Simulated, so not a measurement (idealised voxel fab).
Process module in this document: voxel capacitor over wiring
The width of the displayed cross-section, cut, is 290 nm; its cells are square, with a size of 5 nm.
Format of a cross-section: grid, square cells. Given as bands. Order: top down. Band: one or more rows of cells.
Top height, bottom height, nm. Materials left to right, width each, nm. Single material + "edge to edge" = fills band edge to edge. "blank" = empty.
All heights in this document are referenced to 0, defined as the level beneath which the wafer, as received, consists entirely of one material. The lowest band is not bounded below; it extends indefinitely downward and is written in the form "from 0 down".
Top row gets the first number, bottom row gets the second, and each row in between changes by the same step: that is how a band width like "30->40" works.
When a step is marked "remained the same", none of the cells in the cross-section changed during that step.
Listed in "Internal closed voids": every empty space of 8 or more cells without an open way to the top. Form: width x height at distance, the distance being from the left edge, all in nm.
That trailing text on a step's line, after the settings, is the simulator's own remark on the step.
overlay nm: for a step with a mask, the amount by which the mask lay right of where it was planned; a negative amount means left of it.
Layout of what follows: cross-section pairs, each bracketing one process step, the after cross-section shown only to the lowest band that changed, the step between and its settings noted under each pair. Pairs may originate in different runs of this module on the same starting wafer; a pair continues from the pair above only where its entry headed "Preceding state" says so.
**Preceding state**
> from 95 to 85  SiO2: 105, blank: 15, SiO2: 170
> from 85 to 80  SiO2: 95, TiN: 75, SiO2: 120
> from 80 to 75  SiO2: 90, HfO2: 80, SiO2: 120
> from 75 to 65  SiO2: 90, TiN: 85, SiO2: 115
> from 65 to 45  SiO2: 95, Ru: 15, SiO2: 180
> from 45 to 40  SiCN: 95, Ru: 15, SiCN: 180
> from 40 to 15  SiO2: 90, W: 20, SiO2: 70, W: 20, SiO2: 90
> from 15 to 10  SiO2: 90, TiN: 20, SiO2: 70, TiN: 20, SiO2: 90
> from 10 to 0  SiO2 edge to edge
> from 0 down  Si edge to edge
> Internal closed voids: none
**Sectional Result**
> from 100 to 95  TiN: 110, blank: 5, TiN: 175
> from 95 to 90  SiO2: 105, TiN: 5, blank: 5, TiN: 5, SiO2: 170
> from 90 to 80  SiO2: 105->95, TiN: 15->75, SiO2: 170->120
> All layers under 80 are left as they were.
> Internal closed voids: none
Can you say which step sits between the two cross-sections above? CONFORMAL_DEP | material TiN | thk nm 5
Preceding state: just use the after drawing of the pair above as your starting point.
**Sectional Result**
> from 105 to 100  W edge to edge
> from 100 to 95  TiN: 110, W: 5, TiN: 175
> from 95 to 90  SiO2: 105, TiN: 5, W: 5, TiN: 5, SiO2: 170
> All layers under 90 are left as they were.
> Internal closed voids: none
Can you say which step sits between the two cross-sections above? FILL_DEP | material W | thk nm 5
Preceding state: just use the after drawing of the pair above as your starting point.
**Sectional Result**
> from 95 to 90  SiO2: 105, TiN: 5, W: 5, TiN: 5, SiO2: 170
> All layers under 90 are left as they were.
> Internal closed voids: none
Can you say which step sits between the two cross-sections above? CMP | height nm 95
Preceding state: just use the after drawing of the pair above as your starting point.
**Sectional Result**
> from 100 to 95  SiCN edge to edge
> All layers under 95 are left as they were.
> Internal closed voids: none
Can you say which step sits between the two cross-sections above? CONFORMAL_DEP | material SiCN | thk nm 5
**Preceding state**
> from 0 down  Si edge to edge
> Internal closed voids: none
**Sectional Result**
> from 10 to 0  aC edge to edge
> All layers under 0 are left as they were.
> Internal closed voids: none
Can you say which step sits between the two cross-sections above? CONFORMAL_DEP | material aC | thk nm 10
Preceding state: just use the after drawing of the pair above as your starting point.
**Sectional Result**
> from 15 to 10  TiN edge to edge
> All layers under 10 are left as they were.
> Internal closed voids: none
Can you say which step sits between the two cross-sections above? DIRECTIONAL_DEP | material TiN | thk nm 5
Preceding state: just use the after drawing of the pair above as your starting point.
**Sectional Result**
> from 40 to 15  W edge to edge
> All layers under 15 are left as they were.
> Internal closed voids: none
Can you say which step sits between the two cross-sections above? DIRECTIONAL_DEP | material W | thk nm 25
Preceding state: just use the after drawing of the pair above as your starting point.
**Sectional Result**
> from 40 to 15  blank: 90, W: 20, blank: 70, W: 20, blank: 90
> All layers under 15 are left as they were.
> Internal closed voids: none
Can you say which step sits between the two cross-sections above? MASKED_ETCH | tone cover | mask id METAL_1 | width nm 20 | pitch nm 90 | etch materials W | depth nm 25 | overlay nm 0
Preceding state: just use the after drawing of the pair above as your starting point.
**Sectional Result**
> from 40 to 15  blank: 90, W: 20, blank: 70, W: 20, blank: 90
> from 15 to 10  blank: 90, TiN: 20, blank: 70, TiN: 20, blank: 90
> All layers under 10 are left as they were.
> Internal closed voids: none
Can you say which step sits between the two cross-sections above? MASKED_ETCH | tone cover | mask id METAL_1 | width nm 20 | pitch nm 90 | etch materials TiN | depth nm 5 | overlay nm 0
Preceding state: just use the after drawing of the pair above as your starting point.
**Sectional Result**
> from 50 to 40  SiO2 edge to edge
> from 40 to 15  SiO2: 90, W: 20, SiO2: 70, W: 20, SiO2: 90
> from 15 to 10  SiO2: 90, TiN: 20, SiO2: 70, TiN: 20, SiO2: 90
> All layers under 10 are left as they were.
> Internal closed voids: none
Can you say which step sits between the two cross-sections above? FILL_DEP | material SiO2 | thk nm 10
Preceding state: just use the after drawing of the pair above as your starting point.
**Sectional Result**
> from 40 to 15  SiO2: 90, W: 20, SiO2: 70, W: 20, SiO2: 90
> All layers under 15 are left as they were.
> Internal closed voids: none
Can you say which step sits between the two cross-sections above? CMP | height nm 40
Preceding state: just use the after drawing of the pair above as your starting point.
**Sectional Result**
> from 45 to 40  SiCN edge to edge
> All layers under 40 are left as they were.
> Internal closed voids: none
Can you say which step sits between the two cross-sections above? CONFORMAL_DEP | material SiCN | thk nm 5
Preceding state: just use the after drawing of the pair above as your starting point.
**Sectional Result**
> from 65 to 45  SiO2 edge to edge
> All layers under 45 are left as they were.
> Internal closed voids: none
Can you say which step sits between the two cross-sections above? DIRECTIONAL_DEP | material SiO2 | thk nm 20
Preceding state: just use the after drawing of the pair above as your starting point.
**Sectional Result**
> from 65 to 45  SiO2: 95, blank: 15, SiO2: 180
> All layers under 45 are left as they were.
> Internal closed voids: none
Can you say which step sits between the two cross-sections above? MASKED_ETCH | tone open | mask id PLUG_1 | width nm 15 | etch materials SiO2 | depth nm 20 | overlay nm 0
Preceding state: just use the after drawing of the pair above as your starting point.
**Sectional Result**
> from 65 to 45  SiO2: 95, blank: 15, SiO2: 180
> from 45 to 40  SiCN: 95, blank: 15, SiCN: 180
> All layers under 40 are left as they were.
> Internal closed voids: none
Can you say which step sits between the two cross-sections above? MASKED_ETCH | tone open | mask id PLUG_1 | width nm 15 | etch materials SiCN | depth nm 5 | overlay nm 0
Preceding state: just use the after drawing of the pair above as your starting point.
**Sectional Result**
> from 65 to 50  SiO2: 95, blank: 15, SiO2: 180
> from 50 to 45  SiO2: 95, Ru: 15, SiO2: 180
> from 45 to 40  SiCN: 95, Ru: 15, SiCN: 180
> All layers under 40 are left as they were.
> Internal closed voids: none
Can you say which step sits between the two cross-sections above? EPI | material Ru | thk nm 10
Preceding state: just use the after drawing of the pair above as your starting point.
**Sectional Result**
> from 65 to 60  SiO2: 95, blank: 15, SiO2: 180
> from 60 to 45  SiO2: 95, Ru: 15, SiO2: 180
> All layers under 45 are left as they were.
> Internal closed voids: none
Can you say which step sits between the two cross-sections above? EPI | material Ru | thk nm 10
Preceding state: just use the after drawing of the pair above as your starting point.
**Sectional Result**
> from 65 to 45  SiO2: 95, Ru: 15, SiO2: 180
> All layers under 45 are left as they were.
> Internal closed voids: none
Can you say which step sits between the two cross-sections above? EPI | material Ru | thk nm 5
Preceding state: just use the after drawing of the pair above as your starting point.
**Sectional Result**
> from 75 to 65  TiN edge to edge
> All layers under 65 are left as they were.
> Internal closed voids: none
Can you say which step sits between the two cross-sections above? DIRECTIONAL_DEP | material TiN | thk nm 10
Preceding state: just use the after drawing of the pair above as your starting point.
**Sectional Result**
> from 80 to 75  HfO2 edge to edge
> All layers under 75 are left as they were.
> Internal closed voids: none
Can you say which step sits between the two cross-sections above? DIRECTIONAL_DEP | material HfO2 | thk nm 5
Preceding state: just use the after drawing of the pair above as your starting point.
**Sectional Result**
> from 85 to 80  TiN edge to edge
> All layers under 80 are left as they were.
> Internal closed voids: none
Can you say which step sits between the two cross-sections above? DIRECTIONAL_DEP | material TiN | thk nm 5
Preceding state: just use the after drawing of the pair above as your starting point.
**Sectional Result**
> from 85 to 80  blank: 95, TiN: 75, blank: 120
> All layers under 80 are left as they were.
> Internal closed voids: none
Can you say which step sits between the two cross-sections above? MASKED_ETCH | tone cover | mask id UPPER_PLATE | width nm 75 | etch materials TiN | depth nm 5 | overlay nm 0
Preceding state: just use the after drawing of the pair above as your starting point.
**Sectional Result**
> from 85 to 80  blank: 95, TiN: 75, blank: 120
> from 80 to 75  blank: 95, HfO2: 75, blank: 120
> All layers under 75 are left as they were.
> Internal closed voids: none
Can you say which step sits between the two cross-sections above? MASKED_ETCH | tone cover | mask id UPPER_PLATE | width nm 75 | etch materials HfO2 | depth nm 5 | overlay nm 0
Preceding state: just use the after drawing of the pair above as your starting point.
**Sectional Result**
> from 100 to 90  blank: 95, aC: 75, blank: 120
> from 90 to 85  aC edge to edge
> from 85 to 80  aC: 95, TiN: 75, aC: 120
> from 80 to 75  aC: 95, HfO2: 75, aC: 120
> All layers under 75 are left as they were.
> Internal closed voids: none
Can you say which step sits between the two cross-sections above? DIRECTIONAL_DEP | material aC | thk nm 15
Preceding state: just use the after drawing of the pair above as your starting point.
**Sectional Result**
> from 130 to 100  blank: 90, resist: 85, blank: 115
> from 100 to 90  blank: 90, resist: 5, aC: 75, resist: 5, blank: 115
> All layers under 90 are left as they were.
> Internal closed voids: none
Can you say which step sits between the two cross-sections above? PATTERN | tone cover | mask id LOWER_PLATE | material resist | width nm 85 | thk nm 30 | overlay nm 0
Preceding state: just use the after drawing of the pair above as your starting point.
**Sectional Result**
> from 115 to 100  blank: 90, resist: 85, blank: 115
> from 100 to 90  blank: 90, resist: 5, aC: 75, resist: 5, blank: 115
> from 90 to 85  blank: 90, aC: 85, blank: 115
> from 85 to 80  blank: 90, aC: 5, TiN: 75, aC: 5, blank: 115
> from 80 to 75  blank: 90, aC: 5, HfO2: 75, aC: 5, blank: 115
> All layers under 75 are left as they were.
> Internal closed voids: none
Can you say which step sits between the two cross-sections above? DIRECTIONAL_ETCH | etch materials aC | depth nm 15
Preceding state: just use the after drawing of the pair above as your starting point.
**Sectional Result**
> from 100 to 90  blank: 95, aC: 75, blank: 120
> All layers under 90 are left as they were.
> Internal closed voids: none
Can you say which step sits between the two cross-sections above? STRIP | etch materials resist
Preceding state: just use the after drawing of the pair above as your starting point.
**Sectional Result**
> from 100 to 90  blank: 95, aC: 75, blank: 120
> from 90 to 85  blank: 90, aC: 85, blank: 115
> from 85 to 80  blank: 90, aC: 5, TiN: 75, aC: 5, blank: 115
> from 80 to 75  blank: 90, aC: 5, HfO2: 75, aC: 5, blank: 115
> from 75 to 65  blank: 90, TiN: 85, blank: 115
> All layers under 65 are left as they were.
> Internal closed voids: none
Can you say which step sits between the two cross-sections above? DIRECTIONAL_ETCH | etch materials TiN | depth nm 10
Preceding state: just use the after drawing of the pair above as your starting point.
**Sectional Result**
> from 85 to 80  blank: 95, TiN: 75, blank: 120
> from 80 to 75  blank: 95, HfO2: 75, blank: 120
> All layers under 75 are left as they were.
> Internal closed voids: none
Can you say which step sits between the two cross-sections above? STRIP | etch materials aC
Preceding state: just use the after drawing of the pair above as your starting point.
**Sectional Result**
> from 100 to 85  SiO2 edge to edge
> from 85 to 80  SiO2: 95, TiN: 75, SiO2: 120
> from 80 to 75  SiO2: 95, HfO2: 75, SiO2: 120
> from 75 to 65  SiO2: 90, TiN: 85, SiO2: 115
> All layers under 65 are left as they were.
> Internal closed voids: none
Can you say which step sits between the two cross-sections above? FILL_DEP | material SiO2 | thk nm 15
Preceding state: just use the after drawing of the pair above as your starting point.
**Sectional Result**
> from 95 to 85  SiO2 edge to edge
> All layers under 85 are left as they were.
> Internal closed voids: none
Can you say which step sits between the two cross-sections above? CMP | height nm 95
Preceding state: just use the after drawing of the pair above as your starting point.
**Sectional Result**
> from 110 to 95  aC edge to edge
> All layers under 95 are left as they were.
> Internal closed voids: none
Can you say which step sits between the two cross-sections above? DIRECTIONAL_DEP | material aC | thk nm 15
Preceding state: just use the after drawing of the pair above as your starting point.
**Sectional Result**
> from 140 to 110  resist: 105, blank: 15, resist: 170
> All layers under 110 are left as they were.
> Internal closed voids: none
Can you say which step sits between the two cross-sections above? PATTERN | tone open | mask id PLUG_2 | material resist | width nm 15 | thk nm 30 | overlay nm 0
Preceding state: just use the after drawing of the pair above as your starting point.
**Sectional Result**
> from 125 to 110  resist: 105, blank: 15, resist: 170
> from 110 to 95  aC: 105, blank: 15, aC: 170
> All layers under 95 are left as they were.
> Internal closed voids: none
Can you say which step sits between the two cross-sections above? DIRECTIONAL_ETCH | etch materials aC | depth nm 15
Preceding state: just use the after drawing of the pair above as your starting point.
**Sectional Result**
> from 110 to 95  aC: 105, blank: 15, aC: 170
> All layers under 95 are left as they were.
> Internal closed voids: none
Can you say which step sits between the two cross-sections above? STRIP | etch materials resist
Preceding state: just use the after drawing of the pair above as your starting point.
**Sectional Result**
> from 110 to 95  aC: 105, blank: 15, aC: 170
> from 95 to 85  SiO2: 105, blank: 15, SiO2: 170
> All layers under 85 are left as they were.
> Internal closed voids: none
Can you say which step sits between the two cross-sections above? DIRECTIONAL_ETCH | etch materials SiO2 | depth nm 10
Preceding state: just use the after drawing of the pair above as your starting point.
**Sectional Result**
> from 95 to 85  SiO2: 105, blank: 15, SiO2: 170
> All layers under 85 are left as they were.
> Internal closed voids: none
Can you say which step sits between the two cross-sections above? STRIP | etch materials aC
Preceding state: just use the after drawing of the pair above as your starting point.
**Sectional Result**
> from 100 to 95  TiN: 110, blank: 5, TiN: 175
> from 95 to 90  SiO2: 105, TiN: 5, blank: 5, TiN: 5, SiO2: 170
> from 90 to 80  SiO2: 105->95, TiN: 15->75, SiO2: 170->120
> All layers under 80 are left as they were.
> Internal closed voids: none
Can you say which step sits between the two cross-sections above? CONFORMAL_DEP | material TiN | thk nm 5
Preceding state: just use the after drawing of the pair above as your starting point.
**Sectional Result**
> from 105 to 100  W edge to edge
> from 100 to 95  TiN: 110, W: 5, TiN: 175
> from 95 to 90  SiO2: 105, TiN: 5, W: 5, TiN: 5, SiO2: 170
> All layers under 90 are left as they were.
> Internal closed voids: none
Can you say which step sits between the two cross-sections above? FILL_DEP | material W | thk nm 5
Preceding state: just use the after drawing of the pair above as your starting point.
**Sectional Result**
> from 95 to 90  SiO2: 105, TiN: 5, W: 5, TiN: 5, SiO2: 170
> All layers under 90 are left as they were.
> Internal closed voids: none
Can you say which step sits between the two cross-sections above? CMP | height nm 95
Preceding state: just use the after drawing of the pair above as your starting point.
**Sectional Result**
> from 100 to 95  SiCN edge to edge
> All layers under 95 are left as they were.
> Internal closed voids: none
Can you say which step sits between the two cross-sections above? CONFORMAL_DEP | material SiCN | thk nm 5
**Preceding state**
> from 40 to 15  W edge to edge
> from 15 to 10  TiN edge to edge
> from 10 to 0  SiO2 edge to edge
> from 0 down  Si edge to edge
> Internal closed voids: none
**Sectional Result**
> from 40 to 15  W: 90, blank: 20, W: 70, blank: 20, W: 90
> All layers under 15 are left as they were.
> Internal closed voids: none
Can you say which step sits between the two cross-sections above? MASKED_ETCH | tone open | mask id METAL_1 | width nm 20 | pitch nm 90 | etch materials W | depth nm 25 | overlay nm 0
Preceding state: just use the after drawing of the pair above as your starting point.
**Sectional Result**
> from 50 to 40  SiO2 edge to edge
> from 40 to 15  W: 90, SiO2: 20, W: 70, SiO2: 20, W: 90
> All layers under 15 are left as they were.
> Internal closed voids: none
Can you say which step sits between the two cross-sections above? FILL_DEP | material SiO2 | thk nm 10
Preceding state: just use the after drawing of the pair above as your starting point.
**Sectional Result**
> from 40 to 15  W: 90, SiO2: 20, W: 70, SiO2: 20, W: 90
> All layers under 15 are left as they were.
> Internal closed voids: none
Can you say which step sits between the two cross-sections above? CMP | height nm 40
Preceding state: just use the after drawing of the pair above as your starting point.
**Sectional Result**
> from 45 to 40  SiCN edge to edge
> All layers under 40 are left as they were.
> Internal closed voids: none
Can you say which step sits between the two cross-sections above? CONFORMAL_DEP | material SiCN | thk nm 5
Preceding state: just use the after drawing of the pair above as your starting point.
**Sectional Result**
> from 65 to 45  SiO2 edge to edge
> All layers under 45 are left as they were.
> Internal closed voids: none
Can you say which step sits between the two cross-sections above? DIRECTIONAL_DEP | material SiO2 | thk nm 20
Preceding state: just use the after drawing of the pair above as your starting point.
**Sectional Result**
> from 65 to 45  SiO2: 95, blank: 15, SiO2: 180
> All layers under 45 are left as they were.
> Internal closed voids: none
Can you say which step sits between the two cross-sections above? MASKED_ETCH | tone open | mask id PLUG_1 | width nm 15 | etch materials SiO2 | depth nm 20 | overlay nm 0
Preceding state: just use the after drawing of the pair above as your starting point.
**Sectional Result**
> from 65 to 45  SiO2: 95, blank: 15, SiO2: 180
> from 45 to 40  SiCN: 95, blank: 15, SiCN: 180
> All layers under 40 are left as they were.
> Internal closed voids: none
Can you say which step sits between the two cross-sections above? MASKED_ETCH | tone open | mask id PLUG_1 | width nm 15 | etch materials SiCN | depth nm 5 | overlay nm 0
Preceding state: just use the after drawing of the pair above as your starting point.
**Sectional Result**
> from 75 to 65  TiN: 95, blank: 15, TiN: 180
> from 65 to 50  SiO2: 95, blank: 15, SiO2: 180
> from 50 to 45  SiO2: 95, TiN: 15, SiO2: 180
> from 45 to 40  SiCN: 95, TiN: 15, SiCN: 180
> All layers under 40 are left as they were.
> Internal closed voids: none
Can you say which step sits between the two cross-sections above? DIRECTIONAL_DEP | material TiN | thk nm 10
Preceding state: just use the after drawing of the pair above as your starting point.
**Sectional Result**
> from 80 to 75  HfO2: 95, blank: 15, HfO2: 180
> from 75 to 65  TiN: 95, blank: 15, TiN: 180
> from 65 to 55  SiO2: 95, blank: 15, SiO2: 180
> from 55 to 50  SiO2: 95, HfO2: 15, SiO2: 180
> All layers under 50 are left as they were.
> Internal closed voids: none
Can you say which step sits between the two cross-sections above? DIRECTIONAL_DEP | material HfO2 | thk nm 5
Preceding state: just use the after drawing of the pair above as your starting point.
**Sectional Result**
> from 85 to 80  TiN: 95, blank: 15, TiN: 180
> from 80 to 75  HfO2: 95, blank: 15, HfO2: 180
> from 75 to 65  TiN: 95, blank: 15, TiN: 180
> from 65 to 60  SiO2: 95, blank: 15, SiO2: 180
> from 60 to 55  SiO2: 95, TiN: 15, SiO2: 180
> All layers under 55 are left as they were.
> Internal closed voids: none
Can you say which step sits between the two cross-sections above? DIRECTIONAL_DEP | material TiN | thk nm 5
Preceding state: just use the after drawing of the pair above as your starting point.
**Sectional Result**
> from 85 to 80  blank: 110, TiN: 60, blank: 120
> All layers under 80 are left as they were.
> Internal closed voids: none
Can you say which step sits between the two cross-sections above? MASKED_ETCH | tone cover | mask id UPPER_PLATE | width nm 75 | etch materials TiN | depth nm 5 | overlay nm 0
Preceding state: just use the after drawing of the pair above as your starting point.
**Sectional Result**
> from 85 to 80  blank: 110, TiN: 60, blank: 120
> from 80 to 75  blank: 110, HfO2: 60, blank: 120
> All layers under 75 are left as they were.
> Internal closed voids: none
Can you say which step sits between the two cross-sections above? MASKED_ETCH | tone cover | mask id UPPER_PLATE | width nm 75 | etch materials HfO2 | depth nm 5 | overlay nm 0
Preceding state: just use the after drawing of the pair above as your starting point.
**Sectional Result**
> from 100 to 90  blank: 110, aC: 60, blank: 120
> from 90 to 85  aC: 95, blank: 15, aC: 180
> from 85 to 80  aC: 95, blank: 15, TiN: 60, aC: 120
> from 80 to 75  aC: 95, blank: 15, HfO2: 60, aC: 120
> from 75 to 65  TiN: 95, aC: 15, TiN: 180
> from 65 to 60  SiO2: 95, aC: 15, SiO2: 180
> All layers under 60 are left as they were.
> Internal closed voids: none
Can you say which step sits between the two cross-sections above? DIRECTIONAL_DEP | material aC | thk nm 15
Preceding state: just use the after drawing of the pair above as your starting point.
**Sectional Result**
> from 130 to 100  blank: 90, resist: 85, blank: 115
> from 100 to 90  blank: 90, resist: 20, aC: 60, resist: 5, blank: 115
> from 90 to 85  aC: 95, resist: 15, aC: 180
> from 85 to 80  aC: 95, resist: 15, TiN: 60, aC: 120
> from 80 to 75  aC: 95, resist: 15, HfO2: 60, aC: 120
> All layers under 75 are left as they were.
> Internal closed voids: none
Can you say which step sits between the two cross-sections above? PATTERN | tone cover | mask id LOWER_PLATE | material resist | width nm 85 | thk nm 30 | overlay nm 0
Preceding state: just use the after drawing of the pair above as your starting point.
**Sectional Result**
> from 115 to 100  blank: 90, resist: 85, blank: 115
> from 100 to 90  blank: 90, resist: 20, aC: 60, resist: 5, blank: 115
> from 90 to 85  blank: 90, aC: 5, resist: 15, aC: 65, blank: 115
> from 85 to 80  blank: 90, aC: 5, resist: 15, TiN: 60, aC: 5, blank: 115
> from 80 to 75  blank: 90, aC: 5, resist: 15, HfO2: 60, aC: 5, blank: 115
> All layers under 75 are left as they were.
> Internal closed voids: none
Can you say which step sits between the two cross-sections above? DIRECTIONAL_ETCH | etch materials aC | depth nm 15
Preceding state: just use the after drawing of the pair above as your starting point.
**Sectional Result**
> from 100 to 90  blank: 110, aC: 60, blank: 120
> from 90 to 85  blank: 90, aC: 5, blank: 15, aC: 65, blank: 115
> from 85 to 80  blank: 90, aC: 5, blank: 15, TiN: 60, aC: 5, blank: 115
> from 80 to 75  blank: 90, aC: 5, blank: 15, HfO2: 60, aC: 5, blank: 115
> All layers under 75 are left as they were.
> Internal closed voids: none
Can you say which step sits between the two cross-sections above? STRIP | etch materials resist
Preceding state: just use the after drawing of the pair above as your starting point.
**Sectional Result**
> from 100 to 90  blank: 110, aC: 60, blank: 120
> from 90 to 85  blank: 90, aC: 5, blank: 15, aC: 65, blank: 115
> from 85 to 80  blank: 90, aC: 5, blank: 15, TiN: 60, aC: 5, blank: 115
> from 80 to 75  blank: 90, aC: 5, blank: 15, HfO2: 60, aC: 5, blank: 115
> from 75 to 65  blank: 90, TiN: 5, aC: 15, TiN: 65, blank: 115
> All layers under 65 are left as they were.
> Internal closed voids: none
Can you say which step sits between the two cross-sections above? DIRECTIONAL_ETCH | etch materials TiN | depth nm 10
Preceding state: just use the after drawing of the pair above as your starting point.
**Sectional Result**
> from 85 to 80  blank: 110, TiN: 60, blank: 120
> from 80 to 75  blank: 110, HfO2: 60, blank: 120
> from 75 to 65  blank: 90, TiN: 5, blank: 15, TiN: 65, blank: 115
> from 65 to 60  SiO2: 95, blank: 15, SiO2: 180
> All layers under 60 are left as they were.
> Internal closed voids: none
Can you say which step sits between the two cross-sections above? STRIP | etch materials aC
Preceding state: just use the after drawing of the pair above as your starting point.
**Sectional Result**
> from 100 to 85  SiO2 edge to edge
> from 85 to 80  SiO2: 110, TiN: 60, SiO2: 120
> from 80 to 75  SiO2: 110, HfO2: 60, SiO2: 120
> from 75 to 65  SiO2: 90, TiN: 5, SiO2: 15, TiN: 65, SiO2: 115
> from 65 to 60  SiO2 edge to edge
> All layers under 60 are left as they were.
> Internal closed voids: none
Can you say which step sits between the two cross-sections above? FILL_DEP | material SiO2 | thk nm 15
Preceding state: just use the after drawing of the pair above as your starting point.
**Sectional Result**
> from 95 to 85  SiO2 edge to edge
> All layers under 85 are left as they were.
> Internal closed voids: none
Can you say which step sits between the two cross-sections above? CMP | height nm 95
Preceding state: just use the after drawing of the pair above as your starting point.
**Sectional Result**
> from 110 to 95  aC edge to edge
> All layers under 95 are left as they were.
> Internal closed voids: none
Can you say which step sits between the two cross-sections above? DIRECTIONAL_DEP | material aC | thk nm 15
Preceding state: just use the after drawing of the pair above as your starting point.
**Sectional Result**
> from 140 to 110  resist: 105, blank: 15, resist: 170
> All layers under 110 are left as they were.
> Internal closed voids: none
Can you say which step sits between the two cross-sections above? PATTERN | tone open | mask id PLUG_2 | material resist | width nm 15 | thk nm 30 | overlay nm 0
Preceding state: just use the after drawing of the pair above as your starting point.
**Sectional Result**
> from 125 to 110  resist: 105, blank: 15, resist: 170
> from 110 to 95  aC: 105, blank: 15, aC: 170
> All layers under 95 are left as they were.
> Internal closed voids: none
Can you say which step sits between the two cross-sections above? DIRECTIONAL_ETCH | etch materials aC | depth nm 15
Preceding state: just use the after drawing of the pair above as your starting point.
**Sectional Result**
> from 110 to 95  aC: 105, blank: 15, aC: 170
> All layers under 95 are left as they were.
> Internal closed voids: none
Can you say which step sits between the two cross-sections above? STRIP | etch materials resist
Preceding state: just use the after drawing of the pair above as your starting point.
**Sectional Result**
> from 110 to 95  aC: 105, blank: 15, aC: 170
> from 95 to 85  SiO2: 105, blank: 15, SiO2: 170
> All layers under 85 are left as they were.
> Internal closed voids: none
Can you say which step sits between the two cross-sections above? DIRECTIONAL_ETCH | etch materials SiO2 | depth nm 10
Preceding state: just use the after drawing of the pair above as your starting point.
**Sectional Result**
> from 95 to 85  SiO2: 105, blank: 15, SiO2: 170
> All layers under 85 are left as they were.
> Internal closed voids: none
Can you say which step sits between the two cross-sections above? STRIP | etch materials aC
Preceding state: just use the after drawing of the pair above as your starting point.
**Sectional Result**
> from 100 to 95  TiN: 110, blank: 5, TiN: 175
> from 95 to 90  SiO2: 105, TiN: 5, blank: 5, TiN: 5, SiO2: 170
> from 90 to 80  SiO2: 105->110, TiN: 15->60, SiO2: 170->120
> All layers under 80 are left as they were.
> Internal closed voids: none
Can you say which step sits between the two cross-sections above? CONFORMAL_DEP | material TiN | thk nm 5
Preceding state: just use the after drawing of the pair above as your starting point.
**Sectional Result**
> from 105 to 100  W edge to edge
> from 100 to 95  TiN: 110, W: 5, TiN: 175
> from 95 to 90  SiO2: 105, TiN: 5, W: 5, TiN: 5, SiO2: 170
> All layers under 90 are left as they were.
> Internal closed voids: none
Can you say which step sits between the two cross-sections above? FILL_DEP | material W | thk nm 5
Preceding state: just use the after drawing of the pair above as your starting point.
**Sectional Result**
> from 95 to 90  SiO2: 105, TiN: 5, W: 5, TiN: 5, SiO2: 170
> All layers under 90 are left as they were.
> Internal closed voids: none
Can you say which step sits between the two cross-sections above? CMP | height nm 95
Preceding state: just use the after drawing of the pair above as your starting point.
**Sectional Result**
> from 100 to 95  SiCN edge to edge
> All layers under 95 are left as they were.
> Internal closed voids: none
Can you say which step sits between the two cross-sections above? CONFORMAL_DEP | material SiCN | thk nm 5
